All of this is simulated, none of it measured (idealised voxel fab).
A process module follows: voxel ribs on slabs.
Pictured: cross-section cut, 150 nm wide, on a grid of 5 nm square cells.
If you're reading a cross-section in this doc, picture square cells in a grid; it comes to you as bands, top ones listed first down to the bottom, and a band can be one or more rows of cells.
This entry defines a band. It first specifies the height of the band's top and the height of its bottom in nm, and then specifies the band's materials from left to right, stating each material with its width in nm. The word "edge to edge" identifies a single material that fills the band from edge to edge, while the word "air" identifies empty space.
Height is counted from the level 0, under which the received wafer is composed throughout of one material. The lowest of the bands is not closed at the bottom but continues downward, in the notation "top 0, no bottom".
When a width is written as two numbers, as in "30->40", the first number is the width in the top row of cells of the band and the second is the width in its bottom row, and the width changes by the same amount from each row to the next.
What does "no modification" mean for a step? It means no cell of the cross-section changed in that step.
Listed in "Fully sealed voids": every empty space of 8 or more cells without an open way to the top. Form: width x height at distance, the distance being from the left edge, all in nm.
The remark found on a step's line after its settings is issued by the simulator itself and pertains to that step.
Steps that use a mask can have "overlay nm" on their line. It says how far the mask sat to the right of where it was meant to be. Negative means to the left.
### The steps planned for the process are as follows
| 1 | RECEIVE, material Si |
| 2 | DIRECTIONAL_DEP, material SiO2, thk nm 25 |
| 3 | DIRECTIONAL_DEP, material polySi, thk nm 15 |
| 4 | DIRECTIONAL_DEP, material aC, thk nm 10 |
| 5 | PATTERN, tone cover, mask id RIB, material resist, width nm 15, thk nm 25, overlay nm 0 |
| 6 | DIRECTIONAL_ETCH, etch materials aC, depth nm 10 |
| 7 | STRIP, etch materials resist |
| 8 | DIRECTIONAL_ETCH, etch materials polySi, depth nm 10 |
| 9 | STRIP, etch materials aC |
| 10 | DIRECTIONAL_DEP, material aC, thk nm 15 |
| 11 | PATTERN, tone cover, mask id SLAB, material resist, width nm 55, thk nm 35, overlay nm 0 |
| 12 | DIRECTIONAL_ETCH, etch materials aC, depth nm 15 |
| 13 | STRIP, etch materials resist |
| 14 | DIRECTIONAL_ETCH, etch materials polySi, depth nm 5 |
| 15 | STRIP, etch materials aC |
| 16 | FILL_DEP, material SiO2, thk nm 15 |
| 17 | CMP, height nm 50 |
| 18 | DIRECTIONAL_DEP, material TiN, thk nm 10 |
| 19 | DIRECTIONAL_DEP, material aC, thk nm 15 |
| 20 | PATTERN, tone cover, mask id HEATER, material resist, width nm 25, thk nm 35, overlay nm 0 |
| 21 | DIRECTIONAL_ETCH, etch materials aC, depth nm 15 |
| 22 | STRIP, etch materials resist |
| 23 | DIRECTIONAL_ETCH, etch materials TiN, depth nm 10 |
| 24 | STRIP, etch materials aC |
| 25 | CONFORMAL_DEP, material SiN, thk nm 5 |
### Incoming wafer, cross-sectional view, post step 1
> top 0, no bottom | Si edge to edge
> Fully sealed voids: none
### Cross-sectional image of the first of two wafers at the end of the module, the run having proceeded as planned
> top 65, bottom 60 | 55 air, then 35 SiN, then 60 air
> top 60, bottom 55 | 55 air, then 5 SiN, then 25 TiN, then 5 SiN, then 60 air
> top 55, bottom 50 | 60 SiN, then 25 TiN, then 65 SiN
> top 50, bottom 40 | SiO2 edge to edge
> top 40, bottom 30 | 65 SiO2, then 15 polySi, then 70 SiO2
> top 30, bottom 25 | 45 SiO2, then 55 polySi, then 50 SiO2
> top 25, bottom 0 | SiO2 edge to edge
> top 0, no bottom | Si edge to edge
> Fully sealed voids: none
### Cross-sectional view: second of two wafers, end of module; start and plan identical to the first, one mistake in running
> top 65, bottom 60 | 55 air, then 35 SiN, then 60 air
> top 60, bottom 55 | 55 air, then 5 SiN, then 25 TiN, then 5 SiN, then 60 air
> top 55, bottom 50 | 60 SiN, then 25 TiN, then 65 SiN
> top 50, bottom 40 | 65->45 SiO2, then 15->55 polySi, then 70->50 SiO2
> top 40, bottom 25 | polySi edge to edge
> top 25, bottom 0 | SiO2 edge to edge
> top 0, no bottom | Si edge to edge
> Fully sealed voids: none
Deviation from plan: step 3 from the plan got run twice
In the final state, the cell counts of the second wafer exceed or fall short of those of the first for the following materials: 87 fewer of SiO2; 87 more of polySi
